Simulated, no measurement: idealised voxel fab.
The document below concerns the process module designated voxel fin reveal.
Shown is cross-section cut, with a width of 270 nm and square cells of size 5 nm.
We lay out every cross-section as a grid of square cells and spell it out in bands from the top down, where one band means one or more rows of cells.
Band: top height; bottom height; in nm. Then, left to right: material with width in nm, for each material. "all across": a single material spanning edge to edge. "air": empty space.
We count height from 0. Below that, the starting wafer is all one material. The lowest band never ends at the bottom but goes on down; see "0 -> down" for how that is written.
It should be noted that a width expressed as "30..40" varies in equal increments from row to row of cells within the band, taking the value of the first number at the top row and that of the second number at the bottom row.
A step reported as "nothing got changed" is a step in which no cell of the cross-section changed.
Any empty space of 8 cells or more lacking an open way to the top shows up in "Enclosed void inventory" as width x height at distance, distance from the left edge, in nm.
Past the settings on a step's line: simulator remark, on that step.
You can add "overlay nm" to a step's line. For a step with a mask, it describes how far the mask lay to the right of its planned position, and a negative number describes a lay to the left.

PLAN
step 1: op RECEIVE | material Si
step 2: op CONFORMAL_DEP | material SiN | thk nm 5
step 3: op PATTERN | tone cover | mask id FINS | material resist | width nm 15 | pitch nm 40 | thk nm 15 | overlay nm 0
step 4: op DIRECTIONAL_ETCH | etch materials SiN | depth nm 5
step 5: op DIRECTIONAL_ETCH | etch materials Si | depth nm 40
step 6: op STRIP | etch materials resist
step 7: op OXIDIZE | depth nm 5
step 8: op FILL_DEP | material SiO2 | thk nm 10
step 9: op CMP | height nm 5
step 10: op SELECTIVE_ETCH | etch materials SiO2 | depth nm 30
step 11: op STRIP | etch materials SiN

THIS IS THE CROSS-SECTION OF THE WAFER AS WE RECEIVED IT, I.E. AFTER STEP 1
- 0 -> down: Si all across
- Enclosed void inventory: none

THE PLAN ABOVE WAS CARRIED OUT ON THE STARTING STRUCTURE ABOVE WITH ONE MISTAKE, AND THIS CROSS-SECTION SHOWS THE WAFER AT THE END OF THE MODULE
- 0 -> -45: 70 air, 5 Si, 35 air, 5 Si, 35 air, 5 Si, 35 air, 5 Si, 75 air
- -45 -> down: Si all across
- Enclosed void inventory: none
So what did we get wrong on this run? step 10, plan: ran twice
